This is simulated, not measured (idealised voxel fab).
The name of this process module is voxel gate over fins.
Section shown: cut. Width: 230 nm. Cell size: 5 nm, square.
Throughout this document, each cross-section is represented as a grid of square cells and is presented as a sequence of bands enumerated from the top downward, where a band comprises one or more rows of cells. Top height, bottom height, nm. Materials left to right, width each, nm. Single material + "throughout" = fills band edge to edge. "air" = empty. Basically, 0 is our baseline, since under it the wafer straight out of the box is all one material. The bottom band has no lower end and keeps on going down, so it looks like "0 nm and below". A width given as "30..40" starts at the first number in the band's top row and ends at the second number in its bottom row, shifting by an equal amount at every step from row to row. Basically "nothing changed" means that step didn't change any cell in the cross-section. "Voids, fully enclosed" enumerates empty spaces isolated from the top, with no open way to it, that contain at least 8 cells, giving each as width x height at distance from the left edge, all three in nm. Whatever follows a step's settings on its line is a remark the simulator itself makes about that step. Steps that use a mask can have "overlay nm" on their line. It says how far the mask sat to the right of where it was meant to be. Negative means to the left.

### Process steps foreseen in the plan
- 1: RECEIVE,material Si
- 2: CONFORMAL_DEP,material SiN,thk nm 5
- 3: DIRECTIONAL_DEP,material aC,thk nm 10
- 4: PATTERN,tone cover,mask id FINS,material resist,width nm 15,pitch nm 45,thk nm 25,overlay nm 0
- 5: DIRECTIONAL_ETCH,etch materials aC,depth nm 10
- 6: STRIP,etch materials resist
- 7: DIRECTIONAL_ETCH,etch materials SiN,depth nm 5
- 8: DIRECTIONAL_ETCH,etch materials Si,depth nm 35
- 9: STRIP,etch materials aC
- 10: OXIDIZE,depth nm 5
- 11: FILL_DEP,material SiO2,thk nm 15
- 12: CMP,height nm 5
- 13: SELECTIVE_ETCH,etch materials SiO2,depth nm 20
- 14: STRIP,etch materials SiN
- 15: CONFORMAL_DEP,material HfO2,thk nm 5
- 16: CONFORMAL_DEP,material TiN,thk nm 5
- 17: FILL_DEP,material W,thk nm 15
- 18: CMP,height nm 20
- 19: CONFORMAL_DEP,material SiN,thk nm 5
Wafers differ in thk nm at step 19; plan lists the first wafer's value; identical starting state.

### Cross-sectional view of the first of several wafers in the as-received condition, corresponding to the state following step 1
0 nm and below = Si throughout
Voids, fully enclosed: none

### Tabulated below, wafer by wafer, are the end-of-module results: for each material, the number of cells gained (+) or lost (-) relative to the as-received state, followed by the closed voids
thk nm 5; +64 HfO2; -344 Si; +46 SiN; +215 SiO2; +64 TiN; +185 W; Voids, fully enclosed: none
thk nm 10; +64 HfO2; -344 Si; +92 SiN; +215 SiO2; +64 TiN; +185 W; Voids, fully enclosed: none
thk nm 15; +64 HfO2; -344 Si; +138 SiN; +215 SiO2; +64 TiN; +185 W; Voids, fully enclosed: none
thk nm 20; +64 HfO2; -344 Si; +184 SiN; +215 SiO2; +64 TiN; +185 W; Voids, fully enclosed: none
